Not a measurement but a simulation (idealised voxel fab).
Proc. module: voxel local oxidation
It is cross-section cut that appears here, measuring 210 nm in width, its square cells being 5 nm in size.
Cross-section format: a grid of square cells, given as bands from top to bottom; each band is one or more rows of cells. Top height, bottom height, nm. Materials left to right, width each, nm. Single material + "throughout" = fills band edge to edge. "air" = empty. The reference from which all heights are counted is 0, the level beneath which the as-received wafer is entirely one material; the lowest band, having no lower bound, proceeds downward and is written after the example "0 and below". The two numbers in a width such as "30 to 40" mark its ends across the band: the first belongs to the top row of cells, the second to the bottom row, and from each row to the next the width moves by the same amount. You'll sometimes find "no change occurred" written for a step, and that's the way of saying that nowhere in the cross-section did a cell change during that step. In "Entrapped void list" the enclosed voids are listed, meaning empty spaces of 8 cells or larger without any opening to the top. The form is width x height at distance, distance from the left edge, units nm. The remark found on a step's line after its settings is issued by the simulator itself and pertains to that step. overlay nm: where the mask lay relative to plan, measured to the right, on steps with a mask; negatives go left.
## Below is the list of planned process steps
1. RECEIVE (material Si)
2. CONFORMAL_DEP (material SiO2; thk nm 5)
3. CONFORMAL_DEP (material SiN; thk nm 10)
4. DIRECTIONAL_DEP (material aC; thk nm 10)
5. PATTERN (tone cover; mask id ACTIVE; material resist; width nm 125; thk nm 25; overlay nm 0)
6. DIRECTIONAL_ETCH (etch materials aC; depth nm 10)
7. STRIP (etch materials resist)
8. DIRECTIONAL_ETCH (etch materials SiN; depth nm 10)
9. STRIP (etch materials aC)
10. SELECTIVE_ETCH (etch materials SiO2; depth nm 5)
11. OXIDIZE (depth nm 15)
12. STRIP (etch materials SiN)
## So, the first of our two wafers, run just as we planned it
## Cross-section of the wafer upon arrival, representing the state reached after step 1
    0 and below = Si throughout
    Entrapped void list: none
## Cross-sectional representation of the wafer at the conclusion of step 2
    5 down to 0 = SiO2 throughout
    Below a height of 0, the structure has not been altered.
## Cross-sectional representation of the wafer at the conclusion of step 3
    15 down to 5 = SiN throughout
    Below a height of 5, the structure has not been altered.
## Cross-sectional representation of the wafer at the conclusion of step 4
    25 down to 15 = aC throughout
    Below a height of 15, the structure has not been altered.
## Cross-sectional representation of the wafer at the conclusion of step 5
    50 down to 25 = 40 nm air, 125 nm resist, 45 nm air
    Below a height of 25, the structure has not been altered.
## Cross-sectional representation of the wafer at the conclusion of step 6
    40 down to 25 = 40 nm air, 125 nm resist, 45 nm air
    25 down to 15 = 40 nm air, 125 nm aC, 45 nm air
    Below a height of 15, the structure has not been altered.
## Cross-sectional representation of the wafer at the conclusion of step 7
    25 down to 15 = 40 nm air, 125 nm aC, 45 nm air
    Below a height of 15, the structure has not been altered.
## Cross-sectional representation of the wafer at the conclusion of step 8
    25 down to 15 = 40 nm air, 125 nm aC, 45 nm air
    15 down to 5 = 40 nm air, 125 nm SiN, 45 nm air
    Below a height of 5, the structure has not been altered.
## Cross-sectional representation of the wafer at the conclusion of step 9
    15 down to 5 = 40 nm air, 125 nm SiN, 45 nm air
    Below a height of 5, the structure has not been altered.
## Cross-sectional representation of the wafer at the conclusion of step 10
    15 down to 5 = 40 nm air, 125 nm SiN, 45 nm air
    5 down to 0 = 45 nm air, 115 nm SiO2, 50 nm air
    Below a height of 0, the structure has not been altered.
## Cross-sectional representation of the wafer at the conclusion of step 11
    15 down to 5 = 40 nm air, 125 nm SiN, 45 nm air
    5 down to 0 = 45 nm air, 115 nm SiO2, 50 nm air
    0 down to -15 = 60 nm SiO2, 85 nm Si, 65 nm SiO2
    Below a height of -15, the structure has not been altered.
## Cross-sectional representation of the wafer at the conclusion of step 12
    5 down to 0 = 45 nm air, 115 nm SiO2, 50 nm air
    Below a height of 0, the structure has not been altered.
## Regarding the second of the two wafers: it shared the first wafer's starting condition and process plan, yet one error occurred during its execution. Its history coincides with that of the first wafer up to and including step 4
## Second wafer at the planned finish of step 5, seen in cross-section
    50 down to 25 = 40 nm resist, 125 nm air, 45 nm resist
    Below a height of 25, the structure has not been altered.
## Second wafer at the planned finish of step 6, seen in cross-section
    40 down to 25 = 40 nm resist, 125 nm air, 45 nm resist
    25 down to 15 = 40 nm aC, 125 nm air, 45 nm aC
    Below a height of 15, the structure has not been altered.
## Second wafer at the planned finish of step 7, seen in cross-section
    25 down to 15 = 40 nm aC, 125 nm air, 45 nm aC
    Below a height of 15, the structure has not been altered.
## Second wafer at the planned finish of step 8, seen in cross-section
    25 down to 15 = 40 nm aC, 125 nm air, 45 nm aC
    15 down to 5 = 40 nm SiN, 125 nm air, 45 nm SiN
    Below a height of 5, the structure has not been altered.
## Second wafer at the planned finish of step 9, seen in cross-section
    15 down to 5 = 40 nm SiN, 125 nm air, 45 nm SiN
    Below a height of 5, the structure has not been altered.
## Second wafer at the planned finish of step 10, seen in cross-section
    15 down to 5 = 40 nm SiN, 125 nm air, 45 nm SiN
    5 down to 0 = 35 nm SiO2, 135 nm air, 40 nm SiO2
    Below a height of 0, the structure has not been altered.
## Second wafer at the planned finish of step 11, seen in cross-section
    15 down to 5 = 40 nm SiN, 125 nm air, 45 nm SiN
    5 down to 0 = 35 nm SiO2, 135 nm air, 40 nm SiO2
    0 down to -15 = 20 nm Si, 165 nm SiO2, 25 nm Si
    Below a height of -15, the structure has not been altered.
## Second wafer at the planned finish of step 12, seen in cross-section
    5 down to 0 = 35 nm SiO2, 135 nm air, 40 nm SiO2
    Below a height of 0, the structure has not been altered.
Here's what went sideways: step 5 was processed under conditions differing from the plan, specifically as PATTERN (tone open; mask id ACTIVE; material resist; width nm 125; thk nm 25; overlay nm 0)
Heads up, by the end the second wafer has more or fewer cells of some materials compared to the first: Si: 24 fewer; SiO2: 16 more
